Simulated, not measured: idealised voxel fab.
Presented below is a process module, voxel tone inversion.
Square cells of 5 nm make up the cross-section cut, whose width is 230 nm.
Cross-section, as written here: a square-cell grid given band by band from the top down, where a band holds one or more rows of cells. This entry defines a band. It first specifies the height of the band's top and the height of its bottom in nm, and then specifies the band's materials from left to right, stating each material with its width in nm. The word "edge to edge" identifies a single material that fills the band from edge to edge, while the word "empty" identifies empty space. Heights from 0 (as-received wafer is one material below). Bottom band endless downward, as "0 down". Graded width ("30->40"): value in top row of band = first number; value in bottom row = second number; row-to-row change constant. "nothing changed" -> step changed no cross-section cell. You'll see "Sealed-off cavities" listing empty spaces that have no way open to the top, as long as they're 8 cells or more; the notation is width x height at distance, where the distance is from the left edge, and all of it is in nm. Formally, on a step line, whatever follows the settings is a remark that the simulator itself makes on the step. Regarding "overlay nm": on a step with a mask, it is the distance the mask lay to the right of its planned place; a negative value places it to the left. Pairs ahead. Before: cross-section ahead of one process step. After: cross-section once the step is done, shown to the lowest changed band only. Under each pair: that step, with settings. Caution: pairs may come from different runs of this module on the same starting wafer; a pair follows the pair above only where its "Pre-process state" entry says so.

Pre-process state:
    0 down: Si edge to edge
    Sealed-off cavities: none

Post-Process Section:
    10 to 0: SiN edge to edge
    All layers under 0 are left as they were.
    Sealed-off cavities: none
Between the cross-sections above, the step performed was CONFORMAL_DEP (material SiN; thk nm 10)

Pre-process state: identical to the post-step cross-section of the immediately preceding pair.

Post-Process Section:
    30 to 10: polySi edge to edge
    All layers under 10 are left as they were.
    Sealed-off cavities: none
Between the cross-sections above, the step performed was DIRECTIONAL_DEP (material polySi; thk nm 20)

Pre-process state: identical to the post-step cross-section of the immediately preceding pair.

Post-Process Section:
    55 to 30: 65 of empty; 15 of resist; 25 of empty; 15 of resist; 25 of empty; 15 of resist; 70 of empty
    All layers under 30 are left as they were.
    Sealed-off cavities: none
Between the cross-sections above, the step performed was PATTERN (tone cover; mask id POSTS; material resist; width nm 15; pitch nm 40; thk nm 25; overlay nm 0)

Pre-process state: identical to the post-step cross-section of the immediately preceding pair.

Post-Process Section:
    55 to 30: 65 of empty; 15 of resist; 25 of empty; 15 of resist; 25 of empty; 15 of resist; 70 of empty
    30 to 10: 65 of empty; 15 of polySi; 25 of empty; 15 of polySi; 25 of empty; 15 of polySi; 70 of empty
    All layers under 10 are left as they were.
    Sealed-off cavities: none
Between the cross-sections above, the step performed was DIRECTIONAL_ETCH (etch materials polySi; depth nm 20)

Pre-process state: identical to the post-step cross-section of the immediately preceding pair.

Post-Process Section:
    30 to 10: 65 of empty; 15 of polySi; 25 of empty; 15 of polySi; 25 of empty; 15 of polySi; 70 of empty
    All layers under 10 are left as they were.
    Sealed-off cavities: none
Between the cross-sections above, the step performed was STRIP (etch materials resist)

Pre-process state: identical to the post-step cross-section of the immediately preceding pair.

Post-Process Section:
    35 to 30: SiO2 edge to edge
    30 to 10: 65 of SiO2; 15 of polySi; 25 of SiO2; 15 of polySi; 25 of SiO2; 15 of polySi; 70 of SiO2
    All layers under 10 are left as they were.
    Sealed-off cavities: none
Between the cross-sections above, the step performed was FILL_DEP (material SiO2; thk nm 5)

Pre-process state: identical to the post-step cross-section of the immediately preceding pair.

Post-Process Section:
    30 to 10: 65 of SiO2; 15 of polySi; 25 of SiO2; 15 of polySi; 25 of SiO2; 15 of polySi; 70 of SiO2
    All layers under 10 are left as they were.
    Sealed-off cavities: none
Between the cross-sections above, the step performed was CMP (height nm 30)

Pre-process state: identical to the post-step cross-section of the immediately preceding pair.

Post-Process Section:
    30 to 10: 65 of SiO2; 15 of empty; 25 of SiO2; 15 of empty; 25 of SiO2; 15 of empty; 70 of SiO2
    All layers under 10 are left as they were.
    Sealed-off cavities: none
Between the cross-sections above, the step performed was STRIP (etch materials polySi)

Pre-process state:
    35 to 30: SiO2 edge to edge
    30 to 10: 65 of SiO2; 15 of polySi; 25 of SiO2; 15 of polySi; 25 of SiO2; 15 of polySi; 70 of SiO2
    10 to 0: SiN edge to edge
    0 down: Si edge to edge
    Sealed-off cavities: none

Post-Process Section:
    40 to 30: SiO2 edge to edge
    All layers under 30 are left as they were.
    Sealed-off cavities: none
Between the cross-sections above, the step performed was FILL_DEP (material SiO2; thk nm 5)

Pre-process state: identical to the post-step cross-section of the immediately preceding pair.

Post-Process Section:
    30 to 10: 65 of SiO2; 15 of polySi; 25 of SiO2; 15 of polySi; 25 of SiO2; 15 of polySi; 70 of SiO2
    All layers under 10 are left as they were.
    Sealed-off cavities: none
Between the cross-sections above, the step performed was CMP (height nm 30)

Pre-process state:
    0 down: Si edge to edge
    Sealed-off cavities: none

Post-Process Section:
    20 to 0: polySi edge to edge
    All layers under 0 are left as they were.
    Sealed-off cavities: none
Between the cross-sections above, the step performed was DIRECTIONAL_DEP (material polySi; thk nm 20)

Pre-process state: identical to the post-step cross-section of the immediately preceding pair.

Post-Process Section:
    30 to 20: SiN edge to edge
    All layers under 20 are left as they were.
    Sealed-off cavities: none
Between the cross-sections above, the step performed was CONFORMAL_DEP (material SiN; thk nm 10)

Pre-process state: identical to the post-step cross-section of the immediately preceding pair.

Post-Process Section:
    55 to 30: 65 of empty; 15 of resist; 25 of empty; 15 of resist; 25 of empty; 15 of resist; 70 of empty
    All layers under 30 are left as they were.
    Sealed-off cavities: none
Between the cross-sections above, the step performed was PATTERN (tone cover; mask id POSTS; material resist; width nm 15; pitch nm 40; thk nm 25; overlay nm 0)

Pre-process state: identical to the post-step cross-section of the immediately preceding pair.

Post-Process Section:
    30 to 20: SiN edge to edge
    All layers under 20 are left as they were.
    Sealed-off cavities: none
Between the cross-sections above, the step performed was STRIP (etch materials resist)

Pre-process state: identical to the post-step cross-section of the immediately preceding pair.

Post-Process Section:
    35 to 30: SiO2 edge to edge
    All layers under 30 are left as they were.
    Sealed-off cavities: none
Between the cross-sections above, the step performed was FILL_DEP (material SiO2; thk nm 5)

Pre-process state: identical to the post-step cross-section of the immediately preceding pair.

Post-Process Section:
    30 to 20: SiN edge to edge
    All layers under 20 are left as they were.
    Sealed-off cavities: none
Between the cross-sections above, the step performed was CMP (height nm 30)

Pre-process state:
    35 to 30: SiO2 edge to edge
    30 to 10: 65 of SiO2; 15 of polySi; 25 of SiO2; 15 of polySi; 25 of SiO2; 15 of polySi; 70 of SiO2
    10 to 0: SiN edge to edge
    0 down: Si edge to edge
    Sealed-off cavities: none

Post-Process Section:
    20 to 10: 65 of SiO2; 15 of polySi; 25 of SiO2; 15 of polySi; 25 of SiO2; 15 of polySi; 70 of SiO2
    All layers under 10 are left as they were.
    Sealed-off cavities: none
Between the cross-sections above, the step performed was CMP (height nm 20)

Pre-process state: identical to the post-step cross-section of the immediately preceding pair.

Post-Process Section:
    20 to 10: 65 of SiO2; 15 of empty; 25 of SiO2; 15 of empty; 25 of SiO2; 15 of empty; 70 of SiO2
    All layers under 10 are left as they were.
    Sealed-off cavities: none
Between the cross-sections above, the step performed was STRIP (etch materials polySi)

Pre-process state:
    30 to 10: polySi edge to edge
    10 to 0: SiN edge to edge
    0 down: Si edge to edge
    Sealed-off cavities: none

Post-Process Section:
    55 to 30: 60 of empty; 25 of resist; 15 of empty; 25 of resist; 15 of empty; 25 of resist; 65 of empty
    All layers under 30 are left as they were.
    Sealed-off cavities: none
Between the cross-sections above, the step performed was PATTERN (tone cover; mask id POSTS; material resist; width nm 25; pitch nm 40; thk nm 25; overlay nm 0)

Pre-process state: identical to the post-step cross-section of the immediately preceding pair.

Post-Process Section:
    55 to 30: 60 of empty; 25 of resist; 15 of empty; 25 of resist; 15 of empty; 25 of resist; 65 of empty
    30 to 10: 60 of empty; 25 of polySi; 15 of empty; 25 of polySi; 15 of empty; 25 of polySi; 65 of empty
    All layers under 10 are left as they were.
    Sealed-off cavities: none
Between the cross-sections above, the step performed was DIRECTIONAL_ETCH (etch materials polySi; depth nm 20)

Pre-process state: identical to the post-step cross-section of the immediately preceding pair.

Post-Process Section:
    30 to 10: 60 of empty; 25 of polySi; 15 of empty; 25 of polySi; 15 of empty; 25 of polySi; 65 of empty
    All layers under 10 are left as they were.
    Sealed-off cavities: none
Between the cross-sections above, the step performed was STRIP (etch materials resist)

Pre-process state: identical to the post-step cross-section of the immediately preceding pair.

Post-Process Section:
    35 to 30: SiO2 edge to edge
    30 to 10: 60 of SiO2; 25 of polySi; 15 of SiO2; 25 of polySi; 15 of SiO2; 25 of polySi; 65 of SiO2
    All layers under 10 are left as they were.
    Sealed-off cavities: none
Between the cross-sections above, the step performed was FILL_DEP (material SiO2; thk nm 5)

Pre-process state: identical to the post-step cross-section of the immediately preceding pair.

Post-Process Section:
    30 to 10: 60 of SiO2; 25 of polySi; 15 of SiO2; 25 of polySi; 15 of SiO2; 25 of polySi; 65 of SiO2
    All layers under 10 are left as they were.
    Sealed-off cavities: none
Between the cross-sections above, the step performed was CMP (height nm 30)

Pre-process state: identical to the post-step cross-section of the immediately preceding pair.

Post-Process Section:
    30 to 10: 60 of SiO2; 25 of empty; 15 of SiO2; 25 of empty; 15 of SiO2; 25 of empty; 65 of SiO2
    All layers under 10 are left as they were.
    Sealed-off cavities: none
Between the cross-sections above, the step performed was STRIP (etch materials polySi)

Pre-process state:
    30 to 10: polySi edge to edge
    10 to 0: SiN edge to edge
    0 down: Si edge to edge
    Sealed-off cavities: none

Post-Process Section:
    55 to 30: 60 of empty; 15 of resist; 25 of empty; 15 of resist; 25 of empty; 15 of resist; 75 of empty
    All layers under 30 are left as they were.
    Sealed-off cavities: none
Between the cross-sections above, the step performed was PATTERN (tone cover; mask id POSTS; material resist; width nm 15; pitch nm 40; thk nm 25; overlay nm -5)

Pre-process state: identical to the post-step cross-section of the immediately preceding pair.

Post-Process Section:
    55 to 30: 60 of empty; 15 of resist; 25 of empty; 15 of resist; 25 of empty; 15 of resist; 75 of empty
    30 to 10: 60 of empty; 15 of polySi; 25 of empty; 15 of polySi; 25 of empty; 15 of polySi; 75 of empty
    All layers under 10 are left as they were.
    Sealed-off cavities: none
Between the cross-sections above, the step performed was DIRECTIONAL_ETCH (etch materials polySi; depth nm 20)

Pre-process state: identical to the post-step cross-section of the immediately preceding pair.

Post-Process Section:
    30 to 10: 60 of empty; 15 of polySi; 25 of empty; 15 of polySi; 25 of empty; 15 of polySi; 75 of empty
    All layers under 10 are left as they were.
    Sealed-off cavities: none
Between the cross-sections above, the step performed was STRIP (etch materials resist)

Pre-process state: identical to the post-step cross-section of the immediately preceding pair.

Post-Process Section:
    35 to 30: SiO2 edge to edge
    30 to 10: 60 of SiO2; 15 of polySi; 25 of SiO2; 15 of polySi; 25 of SiO2; 15 of polySi; 75 of SiO2
    All layers under 10 are left as they were.
    Sealed-off cavities: none
Between the cross-sections above, the step performed was FILL_DEP (material SiO2; thk nm 5)

Pre-process state: identical to the post-step cross-section of the immediately preceding pair.

Post-Process Section:
    30 to 10: 60 of SiO2; 15 of polySi; 25 of SiO2; 15 of polySi; 25 of SiO2; 15 of polySi; 75 of SiO2
    All layers under 10 are left as they were.
    Sealed-off cavities: none
Between the cross-sections above, the step performed was CMP (height nm 30)

Pre-process state: identical to the post-step cross-section of the immediately preceding pair.

Post-Process Section:
    30 to 10: 60 of SiO2; 15 of empty; 25 of SiO2; 15 of empty; 25 of SiO2; 15 of empty; 75 of SiO2
    All layers under 10 are left as they were.
    Sealed-off cavities: none
Between the cross-sections above, the step performed was STRIP (etch materials polySi)

Pre-process state:
    30 to 10: 65 of SiO2; 15 of polySi; 25 of SiO2; 15 of polySi; 25 of SiO2; 15 of polySi; 70 of SiO2
    10 to 0: SiN edge to edge
    0 down: Si edge to edge
    Sealed-off cavities: none

Post-Process Section:
    30 to 10: 65 of empty; 15 of polySi; 25 of empty; 15 of polySi; 25 of empty; 15 of polySi; 70 of empty
    All layers under 10 are left as they were.
    Sealed-off cavities: none
Between the cross-sections above, the step performed was STRIP (etch materials SiO2)

Pre-process state:
    30 to 10: polySi edge to edge
    10 to 0: SiN edge to edge
    0 down: Si edge to edge
    Sealed-off cavities: none

Post-Process Section:
    55 to 30: 65 of resist; 15 of empty; 25 of resist; 15 of empty; 25 of resist; 15 of empty; 70 of resist
    All layers under 30 are left as they were.
    Sealed-off cavities: none
Between the cross-sections above, the step performed was PATTERN (tone open; mask id POSTS; material resist; width nm 15; pitch nm 40; thk nm 25; overlay nm 0)

Pre-process state: identical to the post-step cross-section of the immediately preceding pair.

Post-Process Section:
    55 to 30: 65 of resist; 15 of empty; 25 of resist; 15 of empty; 25 of resist; 15 of empty; 70 of resist
    30 to 10: 65 of polySi; 15 of empty; 25 of polySi; 15 of empty; 25 of polySi; 15 of empty; 70 of polySi
    All layers under 10 are left as they were.
    Sealed-off cavities: none
Between the cross-sections above, the step performed was DIRECTIONAL_ETCH (etch materials polySi; depth nm 20)

Pre-process state: identical to the post-step cross-section of the immediately preceding pair.

Post-Process Section:
    30 to 10: 65 of polySi; 15 of empty; 25 of polySi; 15 of empty; 25 of polySi; 15 of empty; 70 of polySi
    All layers under 10 are left as they were.
    Sealed-off cavities: none
Between the cross-sections above, the step performed was STRIP (etch materials resist)

Pre-process state: identical to the post-step cross-section of the immediately preceding pair.

Post-Process Section:
    35 to 30: SiO2 edge to edge
    30 to 10: 65 of polySi; 15 of SiO2; 25 of polySi; 15 of SiO2; 25 of polySi; 15 of SiO2; 70 of polySi
    All layers under 10 are left as they were.
    Sealed-off cavities: none
Between the cross-sections above, the step performed was FILL_DEP (material SiO2; thk nm 5)

Pre-process state: identical to the post-step cross-section of the immediately preceding pair.

Post-Process Section:
    30 to 10: 65 of polySi; 15 of SiO2; 25 of polySi; 15 of SiO2; 25 of polySi; 15 of SiO2; 70 of polySi
    All layers under 10 are left as they were.
    Sealed-off cavities: none
Between the cross-sections above, the step performed was CMP (height nm 30)

Pre-process state: identical to the post-step cross-section of the immediately preceding pair.

Post-Process Section:
    30 to 10: 65 of empty; 15 of SiO2; 25 of empty; 15 of SiO2; 25 of empty; 15 of SiO2; 70 of empty
    All layers under 10 are left as they were.
    Sealed-off cavities: none
Between the cross-sections above, the step performed was STRIP (etch materials polySi)
